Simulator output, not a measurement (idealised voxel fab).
process module | voxel tone inversion
cross-section cut | 300 nm wide | cells 5 nm
A cross-section is a grid of square cells, given in bands from the top down. A band is one or more rows of cells.
Each band's line starts with the height of the band's top and of its bottom, in nm. Then come its materials from left to right, each with its width in nm. One material with "throughout" fills the band from edge to edge. "air" is empty space.
Height 0 is the level under which the wafer as received is all one material. The lowest band goes on downwards, as in "0 down".
A width such as "30 to 40" changes by the same amount from each row of cells to the next, from the band's top row to its bottom row.
"no change" after a step means that no cell of the cross-section changed.
closed voids: empty space of 8 cells or more with no open way to the top, each as width x height at its distance from the left edge, in nm
after a step's settings: what the simulator itself notes on the step
overlay nm, on a step with a mask: how far to the right of its planned place the mask lay; to the left if negative
plan
1 op RECEIVE | material Si
2 op CONFORMAL_DEP | material SiN | thk nm 10
3 op DIRECTIONAL_DEP | material aC | thk nm 25
4 op PATTERN | tone cover | mask id POSTS | material resist | width nm 20 | pitch nm 35 | thk nm 35 | overlay nm 0
5 op DIRECTIONAL_ETCH | etch materials aC | depth nm 25
6 op STRIP | etch materials resist
7 op FILL_DEP | material SiO2 | thk nm 5
8 op CMP | height nm 35
9 op STRIP | etch materials aC
as received, after step 1
  0 down: Si throughout
  closed voids: none
a wafer at the end: this start, this plan, one mistake
  35 to 30: SiO2 throughout
  30 to 10: SiO2 120 | aC 20 | SiO2 15 | aC 20 | SiO2 125
  10 to 0: SiN throughout
  0 down: Si throughout
  closed voids: none
what went wrong: step 3 ran as: op DIRECTIONAL_DEP | material aC | thk nm 20
